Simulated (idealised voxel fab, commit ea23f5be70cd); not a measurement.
The document below concerns the process module designated voxel air gaps.
Section shown: cut. Width: 225 nm. Cell size: 5 nm, square.
If you're reading a cross-section in this doc, picture square cells in a grid; it comes to you as bands, top ones listed first down to the bottom, and a band can be one or more rows of cells. What a band's entry tells you: where the top is and where the bottom is, as heights in nm, and after that what lies inside, material by material from left to right, each with its width in nm. Empty space is written as the word "empty", and a single material marked with the word "full width" occupies the band from edge to edge. A quick word on heights: they are counted from 0, and under that level the wafer as it came to us is one material throughout. The lowest band is different from the rest in having no bottom; it simply continues downward, written as in "0 down". Read "30..40" as a graded width: first number on top, second number at the bottom, same change between each pair of neighbouring rows. Key: "nothing altered" - step with no changed cell in the cross-section. Entry "Voids lacking openings" = empty spaces >= 8 cells with no open way to the top; each as width x height at distance, distance from left edge, all nm. Step line, after settings: the simulator's comment on this step. The "overlay nm" setting may appear on a step's line; for a step that uses a mask, it gives how far to the right of its planned position the mask lay, and a negative value indicates the left.

**This section lists the process steps that were planned**
1) RECEIVE (material Si)
2) CONFORMAL_DEP (material SiO2; thk nm 10)
3) CONFORMAL_DEP (material SiCN; thk nm 5)
4) DIRECTIONAL_DEP (material SiO2; thk nm 30)
5) PATTERN (tone open; mask id LINES; material resist; width nm 20; pitch nm 45; thk nm 15; overlay nm 0)
6) DIRECTIONAL_ETCH (etch materials SiO2; depth nm 40)
7) STRIP (etch materials resist)
8) CONFORMAL_DEP (material TiN; thk nm 5)
9) FILL_DEP (material W; thk nm 10)
10) CMP (height nm 55)
11) EPI (material Ru; thk nm 10)
12) SELECTIVE_ETCH (etch materials SiO2; depth nm 50)
13) CONFORMAL_DEP (material SiCN; thk nm 5)
The wafers in this document start out alike and differ in the thk nm applied at step 4; the plan shows the value used for the first wafer.

**Cross-section of the first of several wafers as received (after step 1)**
- 0 down  Si full width
- Voids lacking openings: none

**Every row in this table is a wafer at the end of the module, and it gives, for each of the materials, the cells that wafer has gained (+) or lost (-) since it was received, then its closed voids**
thk nm 30 | +90 Ru | +90 SiCN | +288 SiO2 | +81 TiN | +81 W | Voids lacking openings: none
thk nm 35 | +90 Ru | +90 SiCN | +321 SiO2 | +87 TiN | +42 W | Voids lacking openings: none
thk nm 40 | +48 Ru | +166 SiCN | +90 SiO2 | +54 TiN | +42 W | Voids lacking openings: 15 x 30 at 80; 15 x 30 at 125
